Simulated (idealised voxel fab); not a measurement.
The process module presented herein is designated voxel ribs on slabs.
The figure presents cross-section cut, which has a width of 190 nm and is divided into square cells with an edge length of 5 nm.
We lay out every cross-section as a grid of square cells and spell it out in bands from the top down, where one band means one or more rows of cells. A band entry consists of two parts. The first gives the height of the band's top and the height of its bottom, in nm. The rest lists the band's materials from left to right, each with its width in nm. A single material labelled with the word "full width" fills the band from edge to edge, and the word "empty" marks empty space. Height 0 is the level under which the wafer as received is all one material. The lowest band goes on downwards, as in "0 -> down". Per-row width for "30..40": begins at first number (top row of band), ends at second number (bottom row), increment between rows held constant. "nothing was modified" means the step left every cell of the cross-section as it was. Under "Unvented internal voids" you'll find the enclosed gaps, the ones with no way out to the top, that are 8 cells or bigger; each reads width x height at distance, with distance counted from the left edge, everything in nm. Read whatever lies past the settings on a step's line as the simulator's own remark about the step. The "overlay nm" setting may appear on a step's line; for a step that uses a mask, it gives how far to the right of its planned position the mask lay, and a negative value indicates the left.

[Steps planned for the process]
1,RECEIVE | material Si
2,DIRECTIONAL_DEP | material SiO2 | thk nm 25
3,DIRECTIONAL_DEP | material polySi | thk nm 15
4,DIRECTIONAL_DEP | material aC | thk nm 15
5,PATTERN | tone cover | mask id RIB | material resist | width nm 30 | thk nm 30 | overlay nm 0
6,DIRECTIONAL_ETCH | etch materials aC | depth nm 15
7,STRIP | etch materials resist
8,DIRECTIONAL_ETCH | etch materials polySi | depth nm 10
9,STRIP | etch materials aC
10,DIRECTIONAL_DEP | material aC | thk nm 10
11,PATTERN | tone cover | mask id SLAB | material resist | width nm 60 | thk nm 25 | overlay nm 0
12,DIRECTIONAL_ETCH | etch materials aC | depth nm 10
13,STRIP | etch materials resist
14,DIRECTIONAL_ETCH | etch materials polySi | depth nm 5
15,STRIP | etch materials aC
16,FILL_DEP | material SiO2 | thk nm 15
17,CMP | height nm 50
18,DIRECTIONAL_DEP | material TiN | thk nm 5
19,DIRECTIONAL_DEP | material aC | thk nm 10
20,PATTERN | tone cover | mask id HEATER | material resist | width nm 40 | thk nm 30 | overlay nm 0
21,DIRECTIONAL_ETCH | etch materials aC | depth nm 10
22,STRIP | etch materials resist
23,DIRECTIONAL_ETCH | etch materials TiN | depth nm 5
24,STRIP | etch materials aC
25,CONFORMAL_DEP | material SiO2 | thk nm 5

[first wafer, as planned]

[As-received state of the wafer in cross-section, equivalent to post-step 1]
  0 -> down  Si full width
  Unvented internal voids: none

[Step 2 complete: cross-section through the wafer]
  25 -> 0  SiO2 full width
  Under the height 0 nothing was changed.

[Step 3 complete: cross-section through the wafer]
  40 -> 25  polySi full width
  Under the height 25 nothing was changed.

[Step 4 complete: cross-section through the wafer]
  55 -> 40  aC full width
  Under the height 40 nothing was changed.

[Step 5 complete: cross-section through the wafer]
  85 -> 55  empty=80, resist=30, empty=80
  Under the height 55 nothing was changed.

[Step 6 complete: cross-section through the wafer]
  70 -> 55  empty=80, resist=30, empty=80
  55 -> 40  empty=80, aC=30, empty=80
  Under the height 40 nothing was changed.

[Step 7 complete: cross-section through the wafer]
  55 -> 40  empty=80, aC=30, empty=80
  Under the height 40 nothing was changed.

[Step 8 complete: cross-section through the wafer]
  55 -> 40  empty=80, aC=30, empty=80
  40 -> 30  empty=80, polySi=30, empty=80
  Under the height 30 nothing was changed.

[Step 9 complete: cross-section through the wafer]
  40 -> 30  empty=80, polySi=30, empty=80
  Under the height 30 nothing was changed.

[Step 10 complete: cross-section through the wafer]
  50 -> 40  empty=80, aC=30, empty=80
  40 -> 30  aC=80, polySi=30, aC=80
  Under the height 30 nothing was changed.

[Step 11 complete: cross-section through the wafer]
  75 -> 50  empty=65, resist=60, empty=65
  50 -> 40  empty=65, resist=15, aC=30, resist=15, empty=65
  Under the height 40 nothing was changed.

[Step 12 complete: cross-section through the wafer]
  65 -> 50  empty=65, resist=60, empty=65
  50 -> 40  empty=65, resist=15, aC=30, resist=15, empty=65
  40 -> 30  empty=65, aC=15, polySi=30, aC=15, empty=65
  Under the height 30 nothing was changed.

[Step 13 complete: cross-section through the wafer]
  50 -> 40  empty=80, aC=30, empty=80
  Under the height 40 nothing was changed.

[Step 14 complete: cross-section through the wafer]
  50 -> 40  empty=80, aC=30, empty=80
  40 -> 30  empty=65, aC=15, polySi=30, aC=15, empty=65
  30 -> 25  empty=65, polySi=60, empty=65
  Under the height 25 nothing was changed.

[Step 15 complete: cross-section through the wafer]
  40 -> 30  empty=80, polySi=30, empty=80
  Under the height 30 nothing was changed.

[Step 16 complete: cross-section through the wafer]
  55 -> 40  SiO2 full width
  40 -> 30  SiO2=80, polySi=30, SiO2=80
  30 -> 25  SiO2=65, polySi=60, SiO2=65
  Under the height 25 nothing was changed.

[Step 17 complete: cross-section through the wafer]
  50 -> 40  SiO2 full width
  Under the height 40 nothing was changed.

[Step 18 complete: cross-section through the wafer]
  55 -> 50  TiN full width
  Under the height 50 nothing was changed.

[Step 19 complete: cross-section through the wafer]
  65 -> 55  aC full width
  Under the height 55 nothing was changed.

[Step 20 complete: cross-section through the wafer]
  95 -> 65  empty=75, resist=40, empty=75
  Under the height 65 nothing was changed.

[Step 21 complete: cross-section through the wafer]
  85 -> 65  empty=75, resist=40, empty=75
  65 -> 55  empty=75, aC=40, empty=75
  Under the height 55 nothing was changed.

[Step 22 complete: cross-section through the wafer]
  65 -> 55  empty=75, aC=40, empty=75
  Under the height 55 nothing was changed.

[Step 23 complete: cross-section through the wafer]
  65 -> 55  empty=75, aC=40, empty=75
  55 -> 50  empty=75, TiN=40, empty=75
  Under the height 50 nothing was changed.

[Step 24 complete: cross-section through the wafer]
  55 -> 50  empty=75, TiN=40, empty=75
  Under the height 50 nothing was changed.

[Step 25 complete: cross-section through the wafer]
  60 -> 55  empty=70, SiO2=50, empty=70
  55 -> 50  SiO2=75, TiN=40, SiO2=75
  Under the height 50 nothing was changed.

[Notes, second wafer: start = first wafer's, plan = first wafer's, execution had one mistake; history identical to first through step 2]

[Here is the second wafer in cross-section at the point where step 3 of the plan should have been done]
  55 -> 25  polySi full width
  Under the height 25 nothing was changed.

[Here is the second wafer in cross-section at the point where step 4 of the plan should have been done]
  70 -> 55  aC full width
  Under the height 55 nothing was changed.

[Here is the second wafer in cross-section at the point where step 5 of the plan should have been done]
  100 -> 70  empty=80, resist=30, empty=80
  Under the height 70 nothing was changed.

[Here is the second wafer in cross-section at the point where step 6 of the plan should have been done]
  85 -> 70  empty=80, resist=30, empty=80
  70 -> 55  empty=80, aC=30, empty=80
  Under the height 55 nothing was changed.

[Here is the second wafer in cross-section at the point where step 7 of the plan should have been done]
  70 -> 55  empty=80, aC=30, empty=80
  Under the height 55 nothing was changed.

[Here is the second wafer in cross-section at the point where step 8 of the plan should have been done]
  70 -> 55  empty=80, aC=30, empty=80
  55 -> 45  empty=80, polySi=30, empty=80
  Under the height 45 nothing was changed.

[Here is the second wafer in cross-section at the point where step 9 of the plan should have been done]
  55 -> 45  empty=80, polySi=30, empty=80
  Under the height 45 nothing was changed.

[Here is the second wafer in cross-section at the point where step 10 of the plan should have been done]
  65 -> 55  empty=80, aC=30, empty=80
  55 -> 45  aC=80, polySi=30, aC=80
  Under the height 45 nothing was changed.

[Here is the second wafer in cross-section at the point where step 11 of the plan should have been done]
  90 -> 65  empty=65, resist=60, empty=65
  65 -> 55  empty=65, resist=15, aC=30, resist=15, empty=65
  Under the height 55 nothing was changed.

[Here is the second wafer in cross-section at the point where step 12 of the plan should have been done]
  80 -> 65  empty=65, resist=60, empty=65
  65 -> 55  empty=65, resist=15, aC=30, resist=15, empty=65
  55 -> 45  empty=65, aC=15, polySi=30, aC=15, empty=65
  Under the height 45 nothing was changed.

[Here is the second wafer in cross-section at the point where step 13 of the plan should have been done]
  65 -> 55  empty=80, aC=30, empty=80
  Under the height 55 nothing was changed.

[Here is the second wafer in cross-section at the point where step 14 of the plan should have been done]
  65 -> 55  empty=80, aC=30, empty=80
  55 -> 45  empty=65, aC=15, polySi=30, aC=15, empty=65
  45 -> 40  empty=65, polySi=60, empty=65
  Under the height 40 nothing was changed.

[Here is the second wafer in cross-section at the point where step 15 of the plan should have been done]
  55 -> 45  empty=80, polySi=30, empty=80
  Under the height 45 nothing was changed.

[Here is the second wafer in cross-section at the point where step 16 of the plan should have been done]
  70 -> 55  SiO2 full width
  55 -> 45  SiO2=80, polySi=30, SiO2=80
  45 -> 40  SiO2=65, polySi=60, SiO2=65
  Under the height 40 nothing was changed.

[Here is the second wafer in cross-section at the point where step 17 of the plan should have been done]
  50 -> 40  SiO2=80..65, polySi=30..60, SiO2=80..65
  Under the height 40 nothing was changed.

[Here is the second wafer in cross-section at the point where step 18 of the plan should have been done]
  55 -> 50  TiN full width
  Under the height 50 nothing was changed.

[Here is the second wafer in cross-section at the point where step 19 of the plan should have been done]
  65 -> 55  aC full width
  Under the height 55 nothing was changed.

[Here is the second wafer in cross-section at the point where step 20 of the plan should have been done]
  95 -> 65  empty=75, resist=40, empty=75
  Under the height 65 nothing was changed.

[Here is the second wafer in cross-section at the point where step 21 of the plan should have been done]
  85 -> 65  empty=75, resist=40, empty=75
  65 -> 55  empty=75, aC=40, empty=75
  Under the height 55 nothing was changed.

[Here is the second wafer in cross-section at the point where step 22 of the plan should have been done]
  65 -> 55  empty=75, aC=40, empty=75
  Under the height 55 nothing was changed.

[Here is the second wafer in cross-section at the point where step 23 of the plan should have been done]
  65 -> 55  empty=75, aC=40, empty=75
  55 -> 50  empty=75, TiN=40, empty=75
  Under the height 50 nothing was changed.

[Here is the second wafer in cross-section at the point where step 24 of the plan should have been done]
  55 -> 50  empty=75, TiN=40, empty=75
  Under the height 50 nothing was changed.

[Here is the second wafer in cross-section at the point where step 25 of the plan should have been done]
  60 -> 55  empty=70, SiO2=50, empty=70
  55 -> 50  SiO2=75, TiN=40, SiO2=75
  Under the height 50 nothing was changed.
Short version of what went wrong: step 3 of the plan was carried out twice
Final wafer comparison in cells, second versus first, more or fewer per material: -108 SiO2; +108 polySi
